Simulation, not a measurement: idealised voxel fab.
process module | voxel spacer lines
cross-section cut | 290 nm wide | cells 5 nm
A cross-section is a grid of square cells, given in bands from the top down. A band is one or more rows of cells.
Each band's line starts with the height of the band's top and of its bottom, in nm. Then come its materials from left to right, each with its width in nm. One material with "throughout" fills the band from edge to edge. "air" is empty space.
Height 0 is the level under which the wafer as received is all one material. The lowest band goes on downwards, as in "0 down".
A width such as "30 to 40" changes by the same amount from each row of cells to the next, from the band's top row to its bottom row.
"no change" after a step means that no cell of the cross-section changed.
closed voids: empty space of 8 cells or more with no open way to the top, each as width x height at its distance from the left edge, in nm
after a step's settings: what the simulator itself notes on the step
overlay nm, on a step with a mask: how far to the right of its planned place the mask lay; to the left if negative
plan
1 op RECEIVE | material Si
2 op CONFORMAL_DEP | material Al2O3 | thk nm 10
3 op DIRECTIONAL_DEP | material W | thk nm 10
4 op DIRECTIONAL_DEP | material polySi | thk nm 30
5 op PATTERN | tone cover | mask id MANDREL | material resist | width nm 20 | pitch nm 60 | thk nm 40 | overlay nm 0
6 op DIRECTIONAL_ETCH | etch materials polySi | depth nm 30
7 op STRIP | etch materials resist
8 op CONFORMAL_DEP | material SiN | thk nm 10
9 op DIRECTIONAL_ETCH | etch materials SiN | depth nm 10
10 op STRIP | etch materials polySi
11 op DIRECTIONAL_ETCH | etch materials W | depth nm 10
12 op STRIP | etch materials SiN
as received, after step 1
  0 down: Si throughout
  closed voids: none
first wafer at the end, as planned
  20 to 10: air 95 | W 10 | air 20 | W 10 | air 20 | W 10 | air 20 | W 10 | air 95
  10 to 0: Al2O3 throughout
  0 down: Si throughout
  closed voids: none
second wafer at the end: like start, like plan, one mistake
  10 to 0: air 95 | W 10 | air 20 | W 10 | air 20 | W 10 | air 20 | W 10 | air 95
  0 down: Si throughout
  closed voids: none
what went wrong: step 2 was left out
at the end the second wafer has, in cells: 116 fewer of Al2O3
